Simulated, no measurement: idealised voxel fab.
Documented hereafter: the process module known as voxel capacitor over wiring.
Cross-section cut: width 290 nm, square cells of 5 nm.
Just so we're on the same page, the cross-sections are grids of square cells, and they're listed out in bands top to bottom, each band one or more rows deep.
For a band, the entry starts with two heights in nm, that of the top and then that of the bottom, and carries on with the band's materials in order from left to right, each alongside its width in nm; the word "full width" beside a single material means it fills the band edge to edge, and "blank" means empty space.
Beneath 0, the wafer as received is one material, and that level is where height counting begins. The lowest band goes on downward without a bottom; it is written like "z 0 and below".
Per-row width for "30 to 40": begins at first number (top row of band), ends at second number (bottom row), increment between rows held constant.
Reading "no alterations made" for a step: not a cell of the cross-section changed in it.
In "Closed void inventory" the enclosed voids are listed, meaning empty spaces of 8 cells or larger without any opening to the top. The form is width x height at distance, distance from the left edge, units nm.
Heads up: the bit after the settings on a step's line is the simulator's remark on that step.
overlay nm: on a step with a mask, how far right of its planned place the mask lay; negative means left.
-- The following list gives the planned process steps
1,RECEIVE (material Si)
2,CONFORMAL_DEP (material SiO2; thk nm 10)
3,CONFORMAL_DEP (material SiCN; thk nm 5)
4,DIRECTIONAL_DEP (material SiO2; thk nm 20)
5,MASKED_ETCH (tone open; mask id METAL_1; width nm 20; pitch nm 80; etch materials SiO2; depth nm 20; overlay nm 0)
6,MASKED_ETCH (tone open; mask id METAL_1; width nm 20; pitch nm 80; etch materials SiCN; depth nm 5; overlay nm 0)
7,CONFORMAL_DEP (material TiN; thk nm 5)
8,FILL_DEP (material Cu; thk nm 5)
9,CMP (height nm 35)
10,EPI (material Ru; thk nm 5)
11,FILL_DEP (material SiCN; thk nm 5)
12,DIRECTIONAL_DEP (material lowk; thk nm 10)
13,MASKED_ETCH (tone open; mask id PLUG_1; width nm 15; etch materials lowk; depth nm 10; overlay nm 0)
14,MASKED_ETCH (tone open; mask id PLUG_1; width nm 15; etch materials SiCN; depth nm 5; overlay nm 0)
15,CONFORMAL_DEP (material TiN; thk nm 5)
16,FILL_DEP (material Ru; thk nm 5)
17,CMP (height nm 55)
18,DIRECTIONAL_DEP (material TiN; thk nm 5)
19,DIRECTIONAL_DEP (material Al2O3; thk nm 5)
20,DIRECTIONAL_DEP (material TiN; thk nm 5)
21,MASKED_ETCH (tone cover; mask id UPPER_PLATE; width nm 65; etch materials TiN; depth nm 5; overlay nm 0)
22,MASKED_ETCH (tone cover; mask id UPPER_PLATE; width nm 65; etch materials Al2O3; depth nm 5; overlay nm 0)
23,MASKED_ETCH (tone cover; mask id LOWER_PLATE; width nm 75; etch materials TiN; depth nm 5; overlay nm 0)
24,FILL_DEP (material SiO2; thk nm 15)
25,CMP (height nm 80)
26,MASKED_ETCH (tone open; mask id PLUG_2; width nm 15; etch materials SiO2; depth nm 10; overlay nm 0)
27,CONFORMAL_DEP (material TiN; thk nm 5)
28,FILL_DEP (material Cu; thk nm 5)
29,CMP (height nm 80)
30,CONFORMAL_DEP (material SiN; thk nm 5)
-- Cross-section of the incoming wafer, state after step 1
z 0 and below = Si full width
Closed void inventory: none
-- First of two wafers: cross-section at end of module, run per plan
z 85 to 80 = SiN full width
z 80 to 75 = 110 SiO2 | 5 TiN | 5 Cu | 5 TiN | 165 SiO2
z 75 to 65 = 110 to 100 SiO2 | 15 to 65 TiN | 165 to 125 SiO2
z 65 to 60 = 100 SiO2 | 65 Al2O3 | 125 SiO2
z 60 to 55 = 95 SiO2 | 75 TiN | 120 SiO2
z 55 to 45 = 100 lowk | 5 TiN | 5 Ru | 5 TiN | 175 lowk
z 45 to 40 = 100 SiCN | 15 TiN | 175 SiCN
z 40 to 35 = 90 SiCN | 30 Ru | 50 SiCN | 30 Ru | 90 SiCN
z 35 to 15 = 95 SiO2 | 5 TiN | 10 Cu | 5 TiN | 60 SiO2 | 5 TiN | 10 Cu | 5 TiN | 95 SiO2
z 15 to 10 = 95 SiCN | 20 TiN | 60 SiCN | 20 TiN | 95 SiCN
z 10 to 0 = SiO2 full width
z 0 and below = Si full width
Closed void inventory: none
-- Presented here is a cross-section of the second of the two wafers as it stood at the end of the module. It was started in the same manner and assigned the same plan as the first wafer; however, one mistake was made in its execution
z 85 to 80 = SiN full width
z 80 to 75 = 110 SiO2 | 5 TiN | 5 Cu | 5 TiN | 165 SiO2
z 75 to 65 = 110 to 105 SiO2 | 15 to 55 TiN | 165 to 130 SiO2
z 65 to 60 = 100 SiO2 | 65 Al2O3 | 125 SiO2
z 60 to 55 = 95 SiO2 | 75 TiN | 120 SiO2
z 55 to 45 = 100 lowk | 5 TiN | 5 Ru | 5 TiN | 175 lowk
z 45 to 40 = 100 SiCN | 15 TiN | 175 SiCN
z 40 to 35 = 90 SiCN | 30 Ru | 50 SiCN | 30 Ru | 90 SiCN
z 35 to 15 = 95 SiO2 | 5 TiN | 10 Cu | 5 TiN | 60 SiO2 | 5 TiN | 10 Cu | 5 TiN | 95 SiO2
z 15 to 10 = 95 SiCN | 20 TiN | 60 SiCN | 20 TiN | 95 SiCN
z 10 to 0 = SiO2 full width
z 0 and below = Si full width
Closed void inventory: none
Diagnosis: step 21 off recipe, ran as MASKED_ETCH (tone cover; mask id UPPER_PLATE; width nm 55; etch materials TiN; depth nm 5; overlay nm 0)
Once processing is complete, comparing cell counts shows that the second wafer has more or fewer of certain materials than the first: SiO2 +2 | TiN -2
